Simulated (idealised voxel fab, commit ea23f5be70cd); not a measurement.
The name of this process module is voxel ribs on slabs.
Section cut is 140 nm wide and gridded with 5 nm square cells.
Cross-section spec: square-cell grid; bands listed top down; each band is one or more rows. Band entry format. Leading values: height of top, height of bottom, nm. Remainder: materials in left-to-right order, each with its width in nm. Special words: "everywhere" on a single material, which then fills the band edge to edge; "blank", empty space. Heights are expressed relative to 0, this being the level below which the as-received wafer comprises one material exclusively. The lowest band is unbounded in the downward direction and is denoted as in "z 0 and below". The width entry "30->40" should be interpreted row by row: the top row of cells in the band takes the first number, the bottom row takes the second number, and the change between adjacent rows is uniform throughout. "no modifications", as given for a step, is the statement that not any cell of the cross-section underwent a change during that step. Heads up: "Sealed-off cavities" only lists the empty pockets with no open path to the top that are 8 cells or more, and it writes them as width x height at distance, distance from the left edge, in nm. The remark found on a step's line after its settings is issued by the simulator itself and pertains to that step. Each step line may optionally specify "overlay nm", which for a step with a mask gives the rightward distance between the mask's planned place and where it lay, a negative value indicating the leftward direction.

-- The planned process steps are enumerated hereunder
1: RECEIVE | material Si
2: DIRECTIONAL_DEP | material SiO2 | thk nm 30
3: DIRECTIONAL_DEP | material polySi | thk nm 15
4: MASKED_ETCH | tone cover | mask id RIB | width nm 20 | etch materials polySi | depth nm 5 | overlay nm 0
5: PATTERN | tone cover | mask id SLAB | material resist | width nm 90 | thk nm 15 | overlay nm 0
6: DIRECTIONAL_ETCH | etch materials polySi | depth nm 10
7: STRIP | etch materials resist
8: FILL_DEP | material SiO2 | thk nm 30
9: CMP | height nm 65
10: DIRECTIONAL_DEP | material W | thk nm 10
11: PATTERN | tone cover | mask id HEATER | material resist | width nm 40 | thk nm 15 | overlay nm 0
12: DIRECTIONAL_ETCH | etch materials W | depth nm 10
13: STRIP | etch materials resist
14: CONFORMAL_DEP | material SiO2 | thk nm 10
Heads up: all these wafers start the same, and what changes between them is the width nm in step 4. The value you see in the plan is just what the first wafer got.

-- Incoming state of the first of several wafers in cross-section: after step 1
	z 0 and below | Si everywhere
	Sealed-off cavities: none

-- End of module: cross-section of the first of several wafers after step 14, the last step
	z 85 to 75 | blank (40), then SiO2 (60), then blank (40)
	z 75 to 65 | SiO2 (50), then W (40), then SiO2 (50)
	z 65 to 45 | SiO2 everywhere
	z 45 to 40 | SiO2 (60), then polySi (20), then SiO2 (60)
	z 40 to 30 | SiO2 (25), then polySi (90), then SiO2 (25)
	z 30 to 0 | SiO2 everywhere
	z 0 and below | Si everywhere
	Sealed-off cavities: none

-- Cross-section of the last wafer at end of module
	z 85 to 75 | blank (40), then SiO2 (60), then blank (40)
	z 75 to 65 | SiO2 (50), then W (40), then SiO2 (50)
	z 65 to 45 | SiO2 everywhere
	z 45 to 40 | SiO2 (50), then polySi (45), then SiO2 (45)
	z 40 to 30 | SiO2 (25), then polySi (90), then SiO2 (25)
	z 30 to 0 | SiO2 everywhere
	z 0 and below | Si everywhere
	Sealed-off cavities: none

-- Rows = wafers. At module end, each row lists per material the cells gained (+) or lost (-) since the wafer was received, then the closed voids
width nm 20, +388 SiO2, +16 W, +40 polySi, Sealed-off cavities: none
width nm 25, +387 SiO2, +16 W, +41 polySi, Sealed-off cavities: none
width nm 30, +386 SiO2, +16 W, +42 polySi, Sealed-off cavities: none
width nm 35, +385 SiO2, +16 W, +43 polySi, Sealed-off cavities: none
width nm 40, +384 SiO2, +16 W, +44 polySi, Sealed-off cavities: none
width nm 45, +383 SiO2, +16 W, +45 polySi, Sealed-off cavities: none
